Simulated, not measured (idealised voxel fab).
Process module under the name voxel capacitor over wiring
We display cut, a cross-section 165 nm in width whose square cells are each 5 nm.
In what follows, cross-sections appear as grids of square cells, described through bands that run from the top down, where every band is one or more rows of cells.
Per band: top height and bottom height in nm, followed by the left-to-right materials and their widths in nm; "edge to edge" marks a single material spanning edge to edge, "air" marks empty space.
We count height from 0. Below that, the starting wafer is all one material. The lowest band never ends at the bottom but goes on down; see "0 -> down" for how that is written.
Top row gets the first number, bottom row gets the second, and each row in between changes by the same step: that is how a band width like "30->40" works.
Step note "stayed the same" = no cross-section cell changed.
The list in "Voids lacking openings" covers empty spaces of 8 cells or more that cannot reach the top through any open way, and it gives each as width x height at distance; the distance is from the left edge, and width, height and distance are in nm.
Whatever follows a step's settings on its line is a remark the simulator itself makes about that step.
When a step includes a mask, the "overlay nm" setting on its line states how far to the right of its planned place that mask lay, and negative values state how far to the left.
## So here's the lineup of process steps we planned
- 1: RECEIVE (material Si)
- 2: CONFORMAL_DEP (material SiO2; thk nm 10)
- 3: DIRECTIONAL_DEP (material TiN; thk nm 5)
- 4: DIRECTIONAL_DEP (material W; thk nm 15)
- 5: MASKED_ETCH (tone cover; mask id METAL_1; width nm 30; pitch nm 95; etch materials W; depth nm 15; overlay nm 0)
- 6: MASKED_ETCH (tone cover; mask id METAL_1; width nm 30; pitch nm 95; etch materials TiN; depth nm 5; overlay nm 0)
- 7: FILL_DEP (material lowk; thk nm 10)
- 8: CMP (height nm 30)
- 9: CONFORMAL_DEP (material SiCN; thk nm 5)
- 10: DIRECTIONAL_DEP (material SiO2; thk nm 20)
- 11: PATTERN (tone open; mask id PLUG_1; material resist; width nm 15; thk nm 15; overlay nm 0)
- 12: DIRECTIONAL_ETCH (etch materials SiO2; depth nm 20)
- 13: DIRECTIONAL_ETCH (etch materials SiCN; depth nm 5)
- 14: STRIP (etch materials resist)
- 15: CONFORMAL_DEP (material TiN; thk nm 5)
- 16: FILL_DEP (material W; thk nm 5)
- 17: CMP (height nm 55)
- 18: DIRECTIONAL_DEP (material TiN; thk nm 10)
- 19: DIRECTIONAL_DEP (material SiN; thk nm 5)
- 20: DIRECTIONAL_DEP (material TiN; thk nm 5)
- 21: DIRECTIONAL_DEP (material aC; thk nm 10)
- 22: PATTERN (tone cover; mask id UPPER_PLATE; material resist; width nm 70; thk nm 30; overlay nm 0)
- 23: DIRECTIONAL_ETCH (etch materials aC; depth nm 10)
- 24: STRIP (etch materials resist)
- 25: DIRECTIONAL_ETCH (etch materials TiN; depth nm 5)
- 26: DIRECTIONAL_ETCH (etch materials SiN; depth nm 5)
- 27: STRIP (etch materials aC)
- 28: PATTERN (tone cover; mask id LOWER_PLATE; material resist; width nm 80; thk nm 15; overlay nm 0)
- 29: DIRECTIONAL_ETCH (etch materials TiN; depth nm 10)
- 30: STRIP (etch materials resist)
- 31: FILL_DEP (material SiO2; thk nm 20)
- 32: CMP (height nm 90)
- 33: MASKED_ETCH (tone open; mask id PLUG_2; width nm 15; etch materials SiO2; depth nm 15; overlay nm 0)
- 34: CONFORMAL_DEP (material TiN; thk nm 5)
- 35: FILL_DEP (material Ru; thk nm 5)
- 36: CMP (height nm 90)
- 37: CONFORMAL_DEP (material SiN; thk nm 5)
## first wafer, as planned
## The cross-section here shows the wafer as received, i.e. in its state after step 1
0 -> down | Si edge to edge
Voids lacking openings: none
## Step 2 done - wafer cross-section
10 -> 0 | SiO2 edge to edge
Under 0: no change, same as before.
## Step 3 done - wafer cross-section
15 -> 10 | TiN edge to edge
Under 10: no change, same as before.
## Step 4 done - wafer cross-section
30 -> 15 | W edge to edge
Under 15: no change, same as before.
## Step 5 done - wafer cross-section
30 -> 15 | air 20 nm / W 30 nm / air 65 nm / W 30 nm / air 20 nm
Under 15: no change, same as before.
## Step 6 done - wafer cross-section
30 -> 15 | air 20 nm / W 30 nm / air 65 nm / W 30 nm / air 20 nm
15 -> 10 | air 20 nm / TiN 30 nm / air 65 nm / TiN 30 nm / air 20 nm
Under 10: no change, same as before.
## Step 7 done - wafer cross-section
40 -> 30 | lowk edge to edge
30 -> 15 | lowk 20 nm / W 30 nm / lowk 65 nm / W 30 nm / lowk 20 nm
15 -> 10 | lowk 20 nm / TiN 30 nm / lowk 65 nm / TiN 30 nm / lowk 20 nm
Under 10: no change, same as before.
## Step 8 done - wafer cross-section
30 -> 15 | lowk 20 nm / W 30 nm / lowk 65 nm / W 30 nm / lowk 20 nm
Under 15: no change, same as before.
## Step 9 done - wafer cross-section
35 -> 30 | SiCN edge to edge
Under 30: no change, same as before.
## Step 10 done - wafer cross-section
55 -> 35 | SiO2 edge to edge
Under 35: no change, same as before.
## Step 11 done - wafer cross-section
70 -> 55 | resist 35 nm / air 15 nm / resist 115 nm
Under 55: no change, same as before.
## Step 12 done - wafer cross-section
70 -> 55 | resist 35 nm / air 15 nm / resist 115 nm
55 -> 35 | SiO2 35 nm / air 15 nm / SiO2 115 nm
Under 35: no change, same as before.
## Step 13 done - wafer cross-section
70 -> 55 | resist 35 nm / air 15 nm / resist 115 nm
55 -> 35 | SiO2 35 nm / air 15 nm / SiO2 115 nm
35 -> 30 | SiCN 35 nm / air 15 nm / SiCN 115 nm
Under 30: no change, same as before.
## Step 14 done - wafer cross-section
55 -> 35 | SiO2 35 nm / air 15 nm / SiO2 115 nm
Under 35: no change, same as before.
## Step 15 done - wafer cross-section
60 -> 55 | TiN 40 nm / air 5 nm / TiN 120 nm
55 -> 35 | SiO2 35 nm / TiN 5 nm / air 5 nm / TiN 5 nm / SiO2 115 nm
35 -> 30 | SiCN 35 nm / TiN 15 nm / SiCN 115 nm
Under 30: no change, same as before.
## Step 16 done - wafer cross-section
65 -> 60 | W edge to edge
60 -> 55 | TiN 40 nm / W 5 nm / TiN 120 nm
55 -> 35 | SiO2 35 nm / TiN 5 nm / W 5 nm / TiN 5 nm / SiO2 115 nm
Under 35: no change, same as before.
## Step 17 done - wafer cross-section
55 -> 35 | SiO2 35 nm / TiN 5 nm / W 5 nm / TiN 5 nm / SiO2 115 nm
Under 35: no change, same as before.
## Step 18 done - wafer cross-section
65 -> 55 | TiN edge to edge
Under 55: no change, same as before.
## Step 19 done - wafer cross-section
70 -> 65 | SiN edge to edge
Under 65: no change, same as before.
## Step 20 done - wafer cross-section
75 -> 70 | TiN edge to edge
Under 70: no change, same as before.
## Step 21 done - wafer cross-section
85 -> 75 | aC edge to edge
Under 75: no change, same as before.
## Step 22 done - wafer cross-section
115 -> 85 | air 35 nm / resist 70 nm / air 60 nm
Under 85: no change, same as before.
## Step 23 done - wafer cross-section
105 -> 85 | air 35 nm / resist 70 nm / air 60 nm
85 -> 75 | air 35 nm / aC 70 nm / air 60 nm
Under 75: no change, same as before.
## Step 24 done - wafer cross-section
85 -> 75 | air 35 nm / aC 70 nm / air 60 nm
Under 75: no change, same as before.
## Step 25 done - wafer cross-section
85 -> 75 | air 35 nm / aC 70 nm / air 60 nm
75 -> 70 | air 35 nm / TiN 70 nm / air 60 nm
Under 70: no change, same as before.
## Step 26 done - wafer cross-section
85 -> 75 | air 35 nm / aC 70 nm / air 60 nm
75 -> 70 | air 35 nm / TiN 70 nm / air 60 nm
70 -> 65 | air 35 nm / SiN 70 nm / air 60 nm
Under 65: no change, same as before.
## Step 27 done - wafer cross-section
75 -> 70 | air 35 nm / TiN 70 nm / air 60 nm
Under 70: no change, same as before.
## Step 28 done - wafer cross-section
90 -> 75 | air 30 nm / resist 80 nm / air 55 nm
75 -> 70 | air 30 nm / resist 5 nm / TiN 70 nm / resist 5 nm / air 55 nm
70 -> 65 | air 30 nm / resist 5 nm / SiN 70 nm / resist 5 nm / air 55 nm
Under 65: no change, same as before.
## Step 29 done - wafer cross-section
90 -> 75 | air 30 nm / resist 80 nm / air 55 nm
75 -> 70 | air 30 nm / resist 5 nm / TiN 70 nm / resist 5 nm / air 55 nm
70 -> 65 | air 30 nm / resist 5 nm / SiN 70 nm / resist 5 nm / air 55 nm
65 -> 55 | air 30 nm / TiN 80 nm / air 55 nm
Under 55: no change, same as before.
## Step 30 done - wafer cross-section
75 -> 70 | air 35 nm / TiN 70 nm / air 60 nm
70 -> 65 | air 35 nm / SiN 70 nm / air 60 nm
Under 65: no change, same as before.
## Step 31 done - wafer cross-section
95 -> 75 | SiO2 edge to edge
75 -> 70 | SiO2 35 nm / TiN 70 nm / SiO2 60 nm
70 -> 65 | SiO2 35 nm / SiN 70 nm / SiO2 60 nm
65 -> 55 | SiO2 30 nm / TiN 80 nm / SiO2 55 nm
Under 55: no change, same as before.
## Step 32 done - wafer cross-section
90 -> 75 | SiO2 edge to edge
Under 75: no change, same as before.
## Step 33 done - wafer cross-section
90 -> 75 | SiO2 45 nm / air 15 nm / SiO2 105 nm
Under 75: no change, same as before.
## Step 34 done - wafer cross-section
95 -> 90 | TiN 50 nm / air 5 nm / TiN 110 nm
90 -> 80 | SiO2 45 nm / TiN 5 nm / air 5 nm / TiN 5 nm / SiO2 105 nm
80 -> 70 | SiO2 45->35 nm / TiN 15->70 nm / SiO2 105->60 nm
Under 70: no change, same as before.
## Step 35 done - wafer cross-section
100 -> 95 | Ru edge to edge
95 -> 90 | TiN 50 nm / Ru 5 nm / TiN 110 nm
90 -> 80 | SiO2 45 nm / TiN 5 nm / Ru 5 nm / TiN 5 nm / SiO2 105 nm
Under 80: no change, same as before.
## Step 36 done - wafer cross-section
90 -> 80 | SiO2 45 nm / TiN 5 nm / Ru 5 nm / TiN 5 nm / SiO2 105 nm
Under 80: no change, same as before.
## Step 37 done - wafer cross-section
95 -> 90 | SiN edge to edge
Under 90: no change, same as before.
## It is to be noted that the second wafer proceeded from the same initial state and according to the same plan as the first, although one mistake was committed in its execution; through step 17, inclusive, the two wafers share an identical history
## Cross-section, second wafer, at the end time the plan gives for step 18
65 -> 55 | SiCN edge to edge
Under 55: no change, same as before.
## Cross-section, second wafer, at the end time the plan gives for step 19
70 -> 65 | SiN edge to edge
Under 65: no change, same as before.
## Cross-section, second wafer, at the end time the plan gives for step 20
75 -> 70 | TiN edge to edge
Under 70: no change, same as before.
## Cross-section, second wafer, at the end time the plan gives for step 21
85 -> 75 | aC edge to edge
Under 75: no change, same as before.
## Cross-section, second wafer, at the end time the plan gives for step 22
115 -> 85 | air 35 nm / resist 70 nm / air 60 nm
Under 85: no change, same as before.
## Cross-section, second wafer, at the end time the plan gives for step 23
105 -> 85 | air 35 nm / resist 70 nm / air 60 nm
85 -> 75 | air 35 nm / aC 70 nm / air 60 nm
Under 75: no change, same as before.
## Cross-section, second wafer, at the end time the plan gives for step 24
85 -> 75 | air 35 nm / aC 70 nm / air 60 nm
Under 75: no change, same as before.
## Cross-section, second wafer, at the end time the plan gives for step 25
85 -> 75 | air 35 nm / aC 70 nm / air 60 nm
75 -> 70 | air 35 nm / TiN 70 nm / air 60 nm
Under 70: no change, same as before.
## Cross-section, second wafer, at the end time the plan gives for step 26
85 -> 75 | air 35 nm / aC 70 nm / air 60 nm
75 -> 70 | air 35 nm / TiN 70 nm / air 60 nm
70 -> 65 | air 35 nm / SiN 70 nm / air 60 nm
Under 65: no change, same as before.
## Cross-section, second wafer, at the end time the plan gives for step 27
75 -> 70 | air 35 nm / TiN 70 nm / air 60 nm
Under 70: no change, same as before.
## Cross-section, second wafer, at the end time the plan gives for step 28
90 -> 75 | air 30 nm / resist 80 nm / air 55 nm
75 -> 70 | air 30 nm / resist 5 nm / TiN 70 nm / resist 5 nm / air 55 nm
70 -> 65 | air 30 nm / resist 5 nm / SiN 70 nm / resist 5 nm / air 55 nm
Under 65: no change, same as before.
Cross-section, second wafer, at the end time the plan gives for step 29: stayed the same
## Cross-section, second wafer, at the end time the plan gives for step 30
75 -> 70 | air 35 nm / TiN 70 nm / air 60 nm
70 -> 65 | air 35 nm / SiN 70 nm / air 60 nm
Under 65: no change, same as before.
## Cross-section, second wafer, at the end time the plan gives for step 31
95 -> 75 | SiO2 edge to edge
75 -> 70 | SiO2 35 nm / TiN 70 nm / SiO2 60 nm
70 -> 65 | SiO2 35 nm / SiN 70 nm / SiO2 60 nm
Under 65: no change, same as before.
## Cross-section, second wafer, at the end time the plan gives for step 32
90 -> 75 | SiO2 edge to edge
Under 75: no change, same as before.
## Cross-section, second wafer, at the end time the plan gives for step 33
90 -> 75 | SiO2 45 nm / air 15 nm / SiO2 105 nm
Under 75: no change, same as before.
## Cross-section, second wafer, at the end time the plan gives for step 34
95 -> 90 | TiN 50 nm / air 5 nm / TiN 110 nm
90 -> 80 | SiO2 45 nm / TiN 5 nm / air 5 nm / TiN 5 nm / SiO2 105 nm
80 -> 70 | SiO2 45->35 nm / TiN 15->70 nm / SiO2 105->60 nm
Under 70: no change, same as before.
## Cross-section, second wafer, at the end time the plan gives for step 35
100 -> 95 | Ru edge to edge
95 -> 90 | TiN 50 nm / Ru 5 nm / TiN 110 nm
90 -> 80 | SiO2 45 nm / TiN 5 nm / Ru 5 nm / TiN 5 nm / SiO2 105 nm
Under 80: no change, same as before.
## Cross-section, second wafer, at the end time the plan gives for step 36
90 -> 80 | SiO2 45 nm / TiN 5 nm / Ru 5 nm / TiN 5 nm / SiO2 105 nm
Under 80: no change, same as before.
## Cross-section, second wafer, at the end time the plan gives for step 37
95 -> 90 | SiN edge to edge
Under 90: no change, same as before.
What went wrong in running the wafer? step 18 changed vs plan, executed as DIRECTIONAL_DEP (material SiCN; thk nm 10)
Heads up, by the end the second wafer has more or fewer cells of some materials compared to the first: 66 more of SiCN, 34 fewer of SiO2, 32 fewer of TiN
